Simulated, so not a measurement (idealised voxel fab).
process module | voxel transistor to metal
cross-section cut | 195 nm wide | cells 5 nm
A cross-section is a grid of square cells, given in bands from the top down. A band is one or more rows of cells.
Each band's line starts with the height of the band's top and of its bottom, in nm. Then come its materials from left to right, each with its width in nm. One material with "throughout" fills the band from edge to edge. "air" is empty space.
Height 0 is the level under which the wafer as received is all one material. The lowest band goes on downwards, as in "0 down".
A width such as "30 to 40" changes by the same amount from each row of cells to the next, from the band's top row to its bottom row.
"no change" after a step means that no cell of the cross-section changed.
closed voids: empty space of 8 cells or more with no open way to the top, each as width x height at its distance from the left edge, in nm
after a step's settings: what the simulator itself notes on the step
overlay nm, on a step with a mask: how far to the right of its planned place the mask lay; to the left if negative
plan
1 op RECEIVE | material Si
2 op OXIDIZE | depth nm 5
3 op CONFORMAL_DEP | material SiN | thk nm 10
4 op DIRECTIONAL_DEP | material aC | thk nm 15
5 op PATTERN | tone cover | mask id ACTIVE | material resist | width nm 130 | thk nm 30 | overlay nm 0
6 op DIRECTIONAL_ETCH | etch materials aC | depth nm 15
7 op STRIP | etch materials resist
8 op DIRECTIONAL_ETCH | etch materials SiN | depth nm 10
9 op DIRECTIONAL_ETCH | etch materials SiO2 | depth nm 5
10 op DIRECTIONAL_ETCH | etch materials Si | depth nm 30
11 op STRIP | etch materials aC
12 op FILL_DEP | material SiO2 | thk nm 5
13 op CMP | height nm 10
14 op SELECTIVE_ETCH | etch materials SiO2 | depth nm 10
15 op STRIP | etch materials SiN
16 op SELECTIVE_ETCH | etch materials SiO2 | depth nm 5
17 op OXIDIZE | depth nm 5
18 op DIRECTIONAL_DEP | material polySi | thk nm 30
19 op DIRECTIONAL_DEP | material SiCN | thk nm 10
20 op DIRECTIONAL_DEP | material aC | thk nm 15
21 op PATTERN | tone cover | mask id GATE | material resist | width nm 30 | thk nm 30 | overlay nm 0
22 op DIRECTIONAL_ETCH | etch materials aC | depth nm 15
23 op STRIP | etch materials resist
24 op DIRECTIONAL_ETCH | etch materials SiCN | depth nm 20
25 op DIRECTIONAL_ETCH | etch materials polySi | depth nm 40
26 op STRIP | etch materials aC
27 op CONFORMAL_DEP | material SiN | thk nm 10
28 op DIRECTIONAL_ETCH | etch materials SiN | depth nm 10
29 op DIRECTIONAL_ETCH | etch materials SiO2 | depth nm 5
30 op DIRECTIONAL_ETCH | etch materials Si | depth nm 10
31 op EPI | material pSi | thk nm 10
32 op FILL_DEP | material SiO2 | thk nm 10
33 op CMP | height nm 25
34 op STRIP | etch materials polySi
35 op SELECTIVE_ETCH | etch materials SiO2 | depth nm 5
36 op CONFORMAL_DEP | material HfO2 | thk nm 5
37 op CONFORMAL_DEP | material TiN | thk nm 5
38 op FILL_DEP | material W | thk nm 10
39 op CMP | height nm 20
40 op DIRECTIONAL_DEP | material SiO2 | thk nm 10
41 op PATTERN | tone open | mask id CONTACT | material resist | width nm 20 | pitch nm 90 | thk nm 20 | overlay nm 0
42 op DIRECTIONAL_ETCH | etch materials SiO2 | depth nm 40
43 op STRIP | etch materials resist
44 op CONFORMAL_DEP | material TiN | thk nm 5
45 op FILL_DEP | material W | thk nm 10
46 op CMP | height nm 30
47 op DIRECTIONAL_DEP | material TiN | thk nm 5
48 op DIRECTIONAL_DEP | material Ru | thk nm 25
49 op MASKED_ETCH | tone cover | mask id METAL_1 | width nm 20 | pitch nm 90 | etch materials Ru | depth nm 25 | overlay nm 0
50 op MASKED_ETCH | tone cover | mask id METAL_1 | width nm 20 | pitch nm 90 | etch materials TiN | depth nm 5 | overlay nm 0
51 op CONFORMAL_DEP | material SiN | thk nm 5
52 op FILL_DEP | material SiO2 | thk nm 5
53 op CMP | height nm 60
54 op CONFORMAL_DEP | material SiCN | thk nm 5
first wafer, as planned
as received, after step 1
  0 down: Si throughout
  closed voids: none
after step 2
  0 to -5: SiO2 throughout
  below -5: unchanged
after step 3
  10 to 0: SiN throughout
  below 0: unchanged
after step 4
  25 to 10: aC throughout
  below 10: unchanged
after step 5
  55 to 25: air 30 | resist 130 | air 35
  below 25: unchanged
after step 6
  40 to 25: air 30 | resist 130 | air 35
  25 to 10: air 30 | aC 130 | air 35
  below 10: unchanged
after step 7
  25 to 10: air 30 | aC 130 | air 35
  below 10: unchanged
after step 8
  25 to 10: air 30 | aC 130 | air 35
  10 to 0: air 30 | SiN 130 | air 35
  below 0: unchanged
after step 9
  25 to 10: air 30 | aC 130 | air 35
  10 to 0: air 30 | SiN 130 | air 35
  0 to -5: air 30 | SiO2 130 | air 35
  below -5: unchanged
after step 10
  25 to 10: air 30 | aC 130 | air 35
  10 to 0: air 30 | SiN 130 | air 35
  0 to -5: air 30 | SiO2 130 | air 35
  -5 to -35: air 30 | Si 130 | air 35
  below -35: unchanged
after step 11
  10 to 0: air 30 | SiN 130 | air 35
  below 0: unchanged
after step 12
  15 to 10: SiO2 throughout
  10 to 0: SiO2 30 | SiN 130 | SiO2 35
  0 to -5: SiO2 throughout
  -5 to -35: SiO2 30 | Si 130 | SiO2 35
  below -35: unchanged
after step 13
  10 to 0: SiO2 30 | SiN 130 | SiO2 35
  below 0: unchanged
after step 14
  10 to 0: air 30 | SiN 130 | air 35
  below 0: unchanged
after step 15
  0 to -5: SiO2 throughout
  below -5: unchanged
after step 16
  -5 to -35: SiO2 30 | Si 130 | SiO2 35
  below -35: unchanged
after step 17
  -5 to -10: SiO2 throughout
  below -10: unchanged
after step 18
  25 to -5: polySi throughout
  below -5: unchanged
after step 19
  35 to 25: SiCN throughout
  below 25: unchanged
after step 20
  50 to 35: aC throughout
  below 35: unchanged
after step 21
  80 to 50: air 80 | resist 30 | air 85
  below 50: unchanged
after step 22
  65 to 50: air 80 | resist 30 | air 85
  50 to 35: air 80 | aC 30 | air 85
  below 35: unchanged
after step 23
  50 to 35: air 80 | aC 30 | air 85
  below 35: unchanged
after step 24
  50 to 35: air 80 | aC 30 | air 85
  35 to 25: air 80 | SiCN 30 | air 85
  below 25: unchanged
after step 25
  50 to 35: air 80 | aC 30 | air 85
  35 to 25: air 80 | SiCN 30 | air 85
  25 to -5: air 80 | polySi 30 | air 85
  below -5: unchanged
after step 26
  35 to 25: air 80 | SiCN 30 | air 85
  below 25: unchanged
after step 27
  45 to 35: air 70 | SiN 50 | air 75
  35 to 25: air 70 | SiN 10 | SiCN 30 | SiN 10 | air 75
  25 to 5: air 70 | SiN 10 | polySi 30 | SiN 10 | air 75
  5 to -5: SiN 80 | polySi 30 | SiN 85
  below -5: unchanged
after step 28
  35 to 25: air 70 | SiN 10 | SiCN 30 | SiN 10 | air 75
  25 to -5: air 70 | SiN 10 | polySi 30 | SiN 10 | air 75
  below -5: unchanged
after step 29
  35 to 25: air 70 | SiN 10 | SiCN 30 | SiN 10 | air 75
  25 to -5: air 70 | SiN 10 | polySi 30 | SiN 10 | air 75
  -5 to -10: air 70 | SiO2 50 | air 75
  below -10: unchanged
after step 30
  35 to 25: air 70 | SiN 10 | SiCN 30 | SiN 10 | air 75
  25 to -5: air 70 | SiN 10 | polySi 30 | SiN 10 | air 75
  -5 to -10: air 70 | SiO2 50 | air 75
  -10 to -20: SiO2 30 | air 40 | Si 50 | air 40 | SiO2 35
  below -20: unchanged
after step 31
  35 to 25: air 70 | SiN 10 | SiCN 30 | SiN 10 | air 75
  25 to 0: air 70 | SiN 10 | polySi 30 | SiN 10 | air 75
  0 to -5: air 60 | pSi 10 | SiN 10 | polySi 30 | SiN 10 | pSi 10 | air 65
  -5 to -10: air 60 | pSi 10 | SiO2 50 | pSi 10 | air 65
  -10 to -20: SiO2 30 | pSi 40 | Si 50 | pSi 40 | SiO2 35
  below -20: unchanged
after step 32
  45 to 35: SiO2 throughout
  35 to 25: SiO2 70 | SiN 10 | SiCN 30 | SiN 10 | SiO2 75
  25 to 0: SiO2 70 | SiN 10 | polySi 30 | SiN 10 | SiO2 75
  0 to -5: SiO2 60 | pSi 10 | SiN 10 | polySi 30 | SiN 10 | pSi 10 | SiO2 65
  -5 to -10: SiO2 60 | pSi 10 | SiO2 50 | pSi 10 | SiO2 65
  below -10: unchanged
after step 33
  25 to 0: SiO2 70 | SiN 10 | polySi 30 | SiN 10 | SiO2 75
  below 0: unchanged
after step 34
  25 to 0: SiO2 70 | SiN 10 | air 30 | SiN 10 | SiO2 75
  0 to -5: SiO2 60 | pSi 10 | SiN 10 | air 30 | SiN 10 | pSi 10 | SiO2 65
  below -5: unchanged
after step 35
  25 to 20: air 70 | SiN 10 | air 30 | SiN 10 | air 75
  20 to 0: SiO2 70 | SiN 10 | air 30 | SiN 10 | SiO2 75
  0 to -5: SiO2 60 | pSi 10 | SiN 10 | air 30 | SiN 10 | pSi 10 | SiO2 65
  -5 to -10: SiO2 60 | pSi 10 | SiO2 5 | air 40 | SiO2 5 | pSi 10 | SiO2 65
  below -10: unchanged
after step 36
  30 to 25: air 65 | HfO2 20 | air 20 | HfO2 20 | air 70
  25 to 20: HfO2 70 | SiN 10 | HfO2 5 | air 20 | HfO2 5 | SiN 10 | HfO2 75
  20 to 0: SiO2 70 | SiN 10 | HfO2 5 | air 20 | HfO2 5 | SiN 10 | SiO2 75
  0 to -5: SiO2 60 | pSi 10 | SiN 10 | HfO2 5 | air 20 | HfO2 5 | SiN 10 | pSi 10 | SiO2 65
  -5 to -10: SiO2 60 | pSi 10 | SiO2 5 | HfO2 40 | SiO2 5 | pSi 10 | SiO2 65
  below -10: unchanged
after step 37
  35 to 30: air 60 | TiN 30 | air 10 | TiN 30 | air 65
  30 to 25: TiN 65 | HfO2 20 | TiN 5 | air 10 | TiN 5 | HfO2 20 | TiN 70
  25 to 20: HfO2 70 | SiN 10 | HfO2 5 | TiN 5 | air 10 | TiN 5 | HfO2 5 | SiN 10 | HfO2 75
  20 to 0: SiO2 70 | SiN 10 | HfO2 5 | TiN 5 | air 10 | TiN 5 | HfO2 5 | SiN 10 | SiO2 75
  0 to -5: SiO2 60 | pSi 10 | SiN 10 | HfO2 5 | TiN 20 | HfO2 5 | SiN 10 | pSi 10 | SiO2 65
  below -5: unchanged
after step 38
  45 to 35: W throughout
  35 to 30: W 60 | TiN 30 | W 10 | TiN 30 | W 65
  30 to 25: TiN 65 | HfO2 20 | TiN 5 | W 10 | TiN 5 | HfO2 20 | TiN 70
  25 to 20: HfO2 70 | SiN 10 | HfO2 5 | TiN 5 | W 10 | TiN 5 | HfO2 5 | SiN 10 | HfO2 75
  20 to 0: SiO2 70 | SiN 10 | HfO2 5 | TiN 5 | W 10 | TiN 5 | HfO2 5 | SiN 10 | SiO2 75
  below 0: unchanged
after step 39
  20 to 0: SiO2 70 | SiN 10 | HfO2 5 | TiN 5 | W 10 | TiN 5 | HfO2 5 | SiN 10 | SiO2 75
  below 0: unchanged
after step 40
  30 to 20: SiO2 throughout
  below 20: unchanged
after step 41
  50 to 30: resist 40 | air 20 | resist 70 | air 20 | resist 45
  below 30: unchanged
after step 42
  50 to 30: resist 40 | air 20 | resist 70 | air 20 | resist 45
  30 to 20: SiO2 40 | air 20 | SiO2 70 | air 20 | SiO2 45
  20 to 0: SiO2 40 | air 20 | SiO2 10 | SiN 10 | HfO2 5 | TiN 5 | W 10 | TiN 5 | HfO2 5 | SiN 10 | SiO2 10 | air 20 | SiO2 45
  0 to -5: SiO2 40 | air 20 | pSi 10 | SiN 10 | HfO2 5 | TiN 20 | HfO2 5 | SiN 10 | pSi 10 | air 20 | SiO2 45
  -5 to -10: SiO2 40 | air 20 | pSi 10 | SiO2 5 | HfO2 40 | SiO2 5 | pSi 10 | air 20 | SiO2 45
  below -10: unchanged
after step 43
  30 to 20: SiO2 40 | air 20 | SiO2 70 | air 20 | SiO2 45
  below 20: unchanged
after step 44
  35 to 30: TiN 45 | air 10 | TiN 80 | air 10 | TiN 50
  30 to 20: SiO2 40 | TiN 5 | air 10 | TiN 5 | SiO2 70 | TiN 5 | air 10 | TiN 5 | SiO2 45
  20 to 0: SiO2 40 | TiN 5 | air 10 | TiN 5 | SiO2 10 | SiN 10 | HfO2 5 | TiN 5 | W 10 | TiN 5 | HfO2 5 | SiN 10 | SiO2 10 | TiN 5 | air 10 | TiN 5 | SiO2 45
  0 to -5: SiO2 40 | TiN 5 | air 10 | TiN 5 | pSi 10 | SiN 10 | HfO2 5 | TiN 20 | HfO2 5 | SiN 10 | pSi 10 | TiN 5 | air 10 | TiN 5 | SiO2 45
  -5 to -10: SiO2 40 | TiN 20 | pSi 10 | SiO2 5 | HfO2 40 | SiO2 5 | pSi 10 | TiN 20 | SiO2 45
  below -10: unchanged
after step 45
  45 to 35: W throughout
  35 to 30: TiN 45 | W 10 | TiN 80 | W 10 | TiN 50
  30 to 20: SiO2 40 | TiN 5 | W 10 | TiN 5 | SiO2 70 | TiN 5 | W 10 | TiN 5 | SiO2 45
  20 to 0: SiO2 40 | TiN 5 | W 10 | TiN 5 | SiO2 10 | SiN 10 | HfO2 5 | TiN 5 | W 10 | TiN 5 | HfO2 5 | SiN 10 | SiO2 10 | TiN 5 | W 10 | TiN 5 | SiO2 45
  0 to -5: SiO2 40 | TiN 5 | W 10 | TiN 5 | pSi 10 | SiN 10 | HfO2 5 | TiN 20 | HfO2 5 | SiN 10 | pSi 10 | TiN 5 | W 10 | TiN 5 | SiO2 45
  below -5: unchanged
after step 46
  30 to 20: SiO2 40 | TiN 5 | W 10 | TiN 5 | SiO2 70 | TiN 5 | W 10 | TiN 5 | SiO2 45
  below 20: unchanged
after step 47
  35 to 30: TiN throughout
  below 30: unchanged
after step 48
  60 to 35: Ru throughout
  below 35: unchanged
after step 49
  60 to 35: air 40 | Ru 20 | air 70 | Ru 20 | air 45
  below 35: unchanged
after step 50
  60 to 35: air 40 | Ru 20 | air 70 | Ru 20 | air 45
  35 to 30: air 40 | TiN 20 | air 70 | TiN 20 | air 45
  below 30: unchanged
after step 51
  65 to 60: air 35 | SiN 30 | air 60 | SiN 30 | air 40
  60 to 35: air 35 | SiN 5 | Ru 20 | SiN 5 | air 60 | SiN 5 | Ru 20 | SiN 5 | air 40
  35 to 30: SiN 40 | TiN 20 | SiN 70 | TiN 20 | SiN 45
  below 30: unchanged
after step 52
  70 to 65: SiO2 throughout
  65 to 60: SiO2 35 | SiN 30 | SiO2 60 | SiN 30 | SiO2 40
  60 to 35: SiO2 35 | SiN 5 | Ru 20 | SiN 5 | SiO2 60 | SiN 5 | Ru 20 | SiN 5 | SiO2 40
  below 35: unchanged
after step 53
  60 to 35: SiO2 35 | SiN 5 | Ru 20 | SiN 5 | SiO2 60 | SiN 5 | Ru 20 | SiN 5 | SiO2 40
  below 35: unchanged
after step 54
  65 to 60: SiCN throughout
  below 60: unchanged
second wafer: like start, like plan, one mistake. Through step 4 it matches the first wafer
when step 5 should have ended
  55 to 25: air 35 | resist 120 | air 40
  below 25: unchanged
when step 6 should have ended
  40 to 25: air 35 | resist 120 | air 40
  25 to 10: air 35 | aC 120 | air 40
  below 10: unchanged
when step 7 should have ended
  25 to 10: air 35 | aC 120 | air 40
  below 10: unchanged
when step 8 should have ended
  25 to 10: air 35 | aC 120 | air 40
  10 to 0: air 35 | SiN 120 | air 40
  below 0: unchanged
when step 9 should have ended
  25 to 10: air 35 | aC 120 | air 40
  10 to 0: air 35 | SiN 120 | air 40
  0 to -5: air 35 | SiO2 120 | air 40
  below -5: unchanged
when step 10 should have ended
  25 to 10: air 35 | aC 120 | air 40
  10 to 0: air 35 | SiN 120 | air 40
  0 to -5: air 35 | SiO2 120 | air 40
  -5 to -35: air 35 | Si 120 | air 40
  below -35: unchanged
when step 11 should have ended
  10 to 0: air 35 | SiN 120 | air 40
  below 0: unchanged
when step 12 should have ended
  15 to 10: SiO2 throughout
  10 to 0: SiO2 35 | SiN 120 | SiO2 40
  0 to -5: SiO2 throughout
  -5 to -35: SiO2 35 | Si 120 | SiO2 40
  below -35: unchanged
when step 13 should have ended
  10 to 0: SiO2 35 | SiN 120 | SiO2 40
  below 0: unchanged
when step 14 should have ended
  10 to 0: air 35 | SiN 120 | air 40
  below 0: unchanged
when step 15 should have ended
  0 to -5: SiO2 throughout
  below -5: unchanged
when step 16 should have ended
  -5 to -35: SiO2 35 | Si 120 | SiO2 40
  below -35: unchanged
when step 17 should have ended
  -5 to -10: SiO2 throughout
  below -10: unchanged
when step 18 should have ended
  25 to -5: polySi throughout
  below -5: unchanged
when step 19 should have ended
  35 to 25: SiCN throughout
  below 25: unchanged
when step 20 should have ended
  50 to 35: aC throughout
  below 35: unchanged
when step 21 should have ended
  80 to 50: air 80 | resist 30 | air 85
  below 50: unchanged
when step 22 should have ended
  65 to 50: air 80 | resist 30 | air 85
  50 to 35: air 80 | aC 30 | air 85
  below 35: unchanged
when step 23 should have ended
  50 to 35: air 80 | aC 30 | air 85
  below 35: unchanged
when step 24 should have ended
  50 to 35: air 80 | aC 30 | air 85
  35 to 25: air 80 | SiCN 30 | air 85
  below 25: unchanged
when step 25 should have ended
  50 to 35: air 80 | aC 30 | air 85
  35 to 25: air 80 | SiCN 30 | air 85
  25 to -5: air 80 | polySi 30 | air 85
  below -5: unchanged
when step 26 should have ended
  35 to 25: air 80 | SiCN 30 | air 85
  below 25: unchanged
when step 27 should have ended
  45 to 35: air 70 | SiN 50 | air 75
  35 to 25: air 70 | SiN 10 | SiCN 30 | SiN 10 | air 75
  25 to 5: air 70 | SiN 10 | polySi 30 | SiN 10 | air 75
  5 to -5: SiN 80 | polySi 30 | SiN 85
  below -5: unchanged
when step 28 should have ended
  35 to 25: air 70 | SiN 10 | SiCN 30 | SiN 10 | air 75
  25 to -5: air 70 | SiN 10 | polySi 30 | SiN 10 | air 75
  below -5: unchanged
when step 29 should have ended
  35 to 25: air 70 | SiN 10 | SiCN 30 | SiN 10 | air 75
  25 to -5: air 70 | SiN 10 | polySi 30 | SiN 10 | air 75
  -5 to -10: air 70 | SiO2 50 | air 75
  below -10: unchanged
when step 30 should have ended
  35 to 25: air 70 | SiN 10 | SiCN 30 | SiN 10 | air 75
  25 to -5: air 70 | SiN 10 | polySi 30 | SiN 10 | air 75
  -5 to -10: air 70 | SiO2 50 | air 75
  -10 to -20: SiO2 35 | air 35 | Si 50 | air 35 | SiO2 40
  below -20: unchanged
when step 31 should have ended
  35 to 25: air 70 | SiN 10 | SiCN 30 | SiN 10 | air 75
  25 to 0: air 70 | SiN 10 | polySi 30 | SiN 10 | air 75
  0 to -5: air 60 | pSi 10 | SiN 10 | polySi 30 | SiN 10 | pSi 10 | air 65
  -5 to -10: air 60 | pSi 10 | SiO2 50 | pSi 10 | air 65
  -10 to -20: SiO2 35 | pSi 35 | Si 50 | pSi 35 | SiO2 40
  below -20: unchanged
when step 32 should have ended
  45 to 35: SiO2 throughout
  35 to 25: SiO2 70 | SiN 10 | SiCN 30 | SiN 10 | SiO2 75
  25 to 0: SiO2 70 | SiN 10 | polySi 30 | SiN 10 | SiO2 75
  0 to -5: SiO2 60 | pSi 10 | SiN 10 | polySi 30 | SiN 10 | pSi 10 | SiO2 65
  -5 to -10: SiO2 60 | pSi 10 | SiO2 50 | pSi 10 | SiO2 65
  below -10: unchanged
when step 33 should have ended
  25 to 0: SiO2 70 | SiN 10 | polySi 30 | SiN 10 | SiO2 75
  below 0: unchanged
when step 34 should have ended
  25 to 0: SiO2 70 | SiN 10 | air 30 | SiN 10 | SiO2 75
  0 to -5: SiO2 60 | pSi 10 | SiN 10 | air 30 | SiN 10 | pSi 10 | SiO2 65
  below -5: unchanged
when step 35 should have ended
  25 to 20: air 70 | SiN 10 | air 30 | SiN 10 | air 75
  20 to 0: SiO2 70 | SiN 10 | air 30 | SiN 10 | SiO2 75
  0 to -5: SiO2 60 | pSi 10 | SiN 10 | air 30 | SiN 10 | pSi 10 | SiO2 65
  -5 to -10: SiO2 60 | pSi 10 | SiO2 5 | air 40 | SiO2 5 | pSi 10 | SiO2 65
  below -10: unchanged
when step 36 should have ended
  30 to 25: air 65 | HfO2 20 | air 20 | HfO2 20 | air 70
  25 to 20: HfO2 70 | SiN 10 | HfO2 5 | air 20 | HfO2 5 | SiN 10 | HfO2 75
  20 to 0: SiO2 70 | SiN 10 | HfO2 5 | air 20 | HfO2 5 | SiN 10 | SiO2 75
  0 to -5: SiO2 60 | pSi 10 | SiN 10 | HfO2 5 | air 20 | HfO2 5 | SiN 10 | pSi 10 | SiO2 65
  -5 to -10: SiO2 60 | pSi 10 | SiO2 5 | HfO2 40 | SiO2 5 | pSi 10 | SiO2 65
  below -10: unchanged
when step 37 should have ended
  35 to 30: air 60 | TiN 30 | air 10 | TiN 30 | air 65
  30 to 25: TiN 65 | HfO2 20 | TiN 5 | air 10 | TiN 5 | HfO2 20 | TiN 70
  25 to 20: HfO2 70 | SiN 10 | HfO2 5 | TiN 5 | air 10 | TiN 5 | HfO2 5 | SiN 10 | HfO2 75
  20 to 0: SiO2 70 | SiN 10 | HfO2 5 | TiN 5 | air 10 | TiN 5 | HfO2 5 | SiN 10 | SiO2 75
  0 to -5: SiO2 60 | pSi 10 | SiN 10 | HfO2 5 | TiN 20 | HfO2 5 | SiN 10 | pSi 10 | SiO2 65
  below -5: unchanged
when step 38 should have ended
  45 to 35: W throughout
  35 to 30: W 60 | TiN 30 | W 10 | TiN 30 | W 65
  30 to 25: TiN 65 | HfO2 20 | TiN 5 | W 10 | TiN 5 | HfO2 20 | TiN 70
  25 to 20: HfO2 70 | SiN 10 | HfO2 5 | TiN 5 | W 10 | TiN 5 | HfO2 5 | SiN 10 | HfO2 75
  20 to 0: SiO2 70 | SiN 10 | HfO2 5 | TiN 5 | W 10 | TiN 5 | HfO2 5 | SiN 10 | SiO2 75
  below 0: unchanged
when step 39 should have ended
  20 to 0: SiO2 70 | SiN 10 | HfO2 5 | TiN 5 | W 10 | TiN 5 | HfO2 5 | SiN 10 | SiO2 75
  below 0: unchanged
when step 40 should have ended
  30 to 20: SiO2 throughout
  below 20: unchanged
when step 41 should have ended
  50 to 30: resist 40 | air 20 | resist 70 | air 20 | resist 45
  below 30: unchanged
when step 42 should have ended
  50 to 30: resist 40 | air 20 | resist 70 | air 20 | resist 45
  30 to 20: SiO2 40 | air 20 | SiO2 70 | air 20 | SiO2 45
  20 to 0: SiO2 40 | air 20 | SiO2 10 | SiN 10 | HfO2 5 | TiN 5 | W 10 | TiN 5 | HfO2 5 | SiN 10 | SiO2 10 | air 20 | SiO2 45
  0 to -5: SiO2 40 | air 20 | pSi 10 | SiN 10 | HfO2 5 | TiN 20 | HfO2 5 | SiN 10 | pSi 10 | air 20 | SiO2 45
  -5 to -10: SiO2 40 | air 20 | pSi 10 | SiO2 5 | HfO2 40 | SiO2 5 | pSi 10 | air 20 | SiO2 45
  below -10: unchanged
when step 43 should have ended
  30 to 20: SiO2 40 | air 20 | SiO2 70 | air 20 | SiO2 45
  below 20: unchanged
when step 44 should have ended
  35 to 30: TiN 45 | air 10 | TiN 80 | air 10 | TiN 50
  30 to 20: SiO2 40 | TiN 5 | air 10 | TiN 5 | SiO2 70 | TiN 5 | air 10 | TiN 5 | SiO2 45
  20 to 0: SiO2 40 | TiN 5 | air 10 | TiN 5 | SiO2 10 | SiN 10 | HfO2 5 | TiN 5 | W 10 | TiN 5 | HfO2 5 | SiN 10 | SiO2 10 | TiN 5 | air 10 | TiN 5 | SiO2 45
  0 to -5: SiO2 40 | TiN 5 | air 10 | TiN 5 | pSi 10 | SiN 10 | HfO2 5 | TiN 20 | HfO2 5 | SiN 10 | pSi 10 | TiN 5 | air 10 | TiN 5 | SiO2 45
  -5 to -10: SiO2 40 | TiN 20 | pSi 10 | SiO2 5 | HfO2 40 | SiO2 5 | pSi 10 | TiN 20 | SiO2 45
  below -10: unchanged
when step 45 should have ended
  45 to 35: W throughout
  35 to 30: TiN 45 | W 10 | TiN 80 | W 10 | TiN 50
  30 to 20: SiO2 40 | TiN 5 | W 10 | TiN 5 | SiO2 70 | TiN 5 | W 10 | TiN 5 | SiO2 45
  20 to 0: SiO2 40 | TiN 5 | W 10 | TiN 5 | SiO2 10 | SiN 10 | HfO2 5 | TiN 5 | W 10 | TiN 5 | HfO2 5 | SiN 10 | SiO2 10 | TiN 5 | W 10 | TiN 5 | SiO2 45
  0 to -5: SiO2 40 | TiN 5 | W 10 | TiN 5 | pSi 10 | SiN 10 | HfO2 5 | TiN 20 | HfO2 5 | SiN 10 | pSi 10 | TiN 5 | W 10 | TiN 5 | SiO2 45
  below -5: unchanged
when step 46 should have ended
  30 to 20: SiO2 40 | TiN 5 | W 10 | TiN 5 | SiO2 70 | TiN 5 | W 10 | TiN 5 | SiO2 45
  below 20: unchanged
when step 47 should have ended
  35 to 30: TiN throughout
  below 30: unchanged
when step 48 should have ended
  60 to 35: Ru throughout
  below 35: unchanged
when step 49 should have ended
  60 to 35: air 40 | Ru 20 | air 70 | Ru 20 | air 45
  below 35: unchanged
when step 50 should have ended
  60 to 35: air 40 | Ru 20 | air 70 | Ru 20 | air 45
  35 to 30: air 40 | TiN 20 | air 70 | TiN 20 | air 45
  below 30: unchanged
when step 51 should have ended
  65 to 60: air 35 | SiN 30 | air 60 | SiN 30 | air 40
  60 to 35: air 35 | SiN 5 | Ru 20 | SiN 5 | air 60 | SiN 5 | Ru 20 | SiN 5 | air 40
  35 to 30: SiN 40 | TiN 20 | SiN 70 | TiN 20 | SiN 45
  below 30: unchanged
when step 52 should have ended
  70 to 65: SiO2 throughout
  65 to 60: SiO2 35 | SiN 30 | SiO2 60 | SiN 30 | SiO2 40
  60 to 35: SiO2 35 | SiN 5 | Ru 20 | SiN 5 | SiO2 60 | SiN 5 | Ru 20 | SiN 5 | SiO2 40
  below 35: unchanged
when step 53 should have ended
  60 to 35: SiO2 35 | SiN 5 | Ru 20 | SiN 5 | SiO2 60 | SiN 5 | Ru 20 | SiN 5 | SiO2 40
  below 35: unchanged
when step 54 should have ended
  65 to 60: SiCN throughout
  below 60: unchanged
what went wrong: step 5 ran as: op PATTERN | tone cover | mask id ACTIVE | material resist | width nm 120 | thk nm 30 | overlay nm 0
at the end the second wafer has, in cells: 6 fewer of Si | 10 more of SiO2 | 4 fewer of pSi
